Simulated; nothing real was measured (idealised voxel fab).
The document below concerns the process module designated voxel self aligned contacts.
In the cross-section labelled cut, the width is 200 nm and each square cell is 5 nm.
When this document writes out a cross-section, it uses a grid of square cells and lists it as bands, beginning at the top and moving down, with a band standing for one or more rows of cells.
Band: top height; bottom height; in nm. Then, left to right: material with width in nm, for each material. "throughout": a single material spanning edge to edge. "air": empty space.
We count height from 0. Below that, the starting wafer is all one material. The lowest band never ends at the bottom but goes on down; see "from 0 down" for how that is written.
Note: "30..40" means the width goes from the first number (top row of the band) to the second number (bottom row) in equal steps per row of cells.
When a step is marked "no alterations made", none of the cells in the cross-section changed during that step.
"Voids, fully enclosed" contains a list of empty spaces, each no smaller than 8 cells and without an open way to the top, written in the form width x height at distance with the distance from the left edge and all three in nm.
Past the settings on a step's line: simulator remark, on that step.
Among the settings permitted on a step's line is "overlay nm"; applied to a step with a mask, it specifies the extent to which the mask lay to the right of its planned position, whereas a negative figure signifies a position to the left.
[List of planned process steps]
step 1: RECEIVE,material Si
step 2: OXIDIZE,depth nm 5
step 3: DIRECTIONAL_DEP,material polySi,thk nm 30
step 4: DIRECTIONAL_DEP,material SiN,thk nm 25
step 5: MASKED_ETCH,tone cover,mask id GATE,width nm 25,pitch nm 60,etch materials SiN,depth nm 25,overlay nm 0
step 6: MASKED_ETCH,tone cover,mask id GATE,width nm 25,pitch nm 60,etch materials polySi,depth nm 30,overlay nm 0
step 7: CONFORMAL_DEP,material SiN,thk nm 5
step 8: DIRECTIONAL_ETCH,etch materials SiN,depth nm 10
step 9: FILL_DEP,material SiO2,thk nm 15
step 10: CMP,height nm 65
step 11: MASKED_ETCH,tone open,mask id CONTACT,width nm 45,pitch nm 60,etch materials SiO2,depth nm 70,overlay nm 0
step 12: CONFORMAL_DEP,material TiN,thk nm 5
step 13: FILL_DEP,material W,thk nm 10
step 14: CMP,height nm 65
step 15: CONFORMAL_DEP,material SiCN,thk nm 5
The wafers are alike at the start. At step 7, their thk nm differs. The plan lists the first wafer's value.
[Sectional view: first of several wafers, as received, after step 1]
    from 0 down: Si throughout
    Voids, fully enclosed: none
[Cross-section of the first of several wafers once the module has run through its last step, step 15]
    from 70 to 65: SiCN throughout
    from 65 to 55: SiO2 (45), TiN (5), W (35), TiN (5), SiO2 (15), TiN (5), W (35), TiN (5), SiO2 (50)
    from 55 to 50: SiO2 (45), TiN (15), W (15), TiN (15), SiO2 (15), TiN (15), W (15), TiN (15), SiO2 (50)
    from 50 to 30: SiO2 (20), SiN (35), TiN (5), W (15), TiN (5), SiN (35), TiN (5), W (15), TiN (5), SiN (35), SiO2 (25)
    from 30 to 0: SiO2 (20), SiN (5), polySi (25), SiN (5), TiN (5), W (15), TiN (5), SiN (5), polySi (25), SiN (5), TiN (5), W (15), TiN (5), SiN (5), polySi (25), SiN (5), SiO2 (25)
    from 0 to -5: SiO2 (55), TiN (25), SiO2 (35), TiN (25), SiO2 (60)
    from -5 down: Si throughout
    Voids, fully enclosed: none
[Last wafer, end of module, cross-section]
    from 70 to 65: SiCN throughout
    from 65 to 30: SiN (195), SiO2 (5)
    from 30 to 15: SiN (25), polySi (25), SiN (35), polySi (25), SiN (35), polySi (25), SiN (25), SiO2 (5)
    from 15 to 0: SiN (25), polySi (25), SiN (35), polySi (25), SiN (35), polySi (25), SiN (30)
    from 0 to -5: SiO2 throughout
    from -5 down: Si throughout
    Voids, fully enclosed: none
[Where each wafer stands at the end of the module, a row apiece: cells of each material gained (+) or lost (-) since it was received, then closed voids]
thk nm 5; -40 Si; +40 SiCN; +120 SiN; +186 SiO2; +70 TiN; +94 W; +90 polySi; Voids, fully enclosed: none
thk nm 10; -40 Si; +40 SiCN; +207 SiN; +155 SiO2; +70 TiN; +38 W; +90 polySi; Voids, fully enclosed: none
thk nm 15; -40 Si; +40 SiCN; +313 SiN; +117 SiO2; +40 TiN; +90 polySi; Voids, fully enclosed: none
thk nm 20; -40 Si; +40 SiCN; +397 SiN; +73 SiO2; +90 polySi; Voids, fully enclosed: none
thk nm 25; -40 Si; +40 SiCN; +420 SiN; +50 SiO2; +90 polySi; Voids, fully enclosed: none
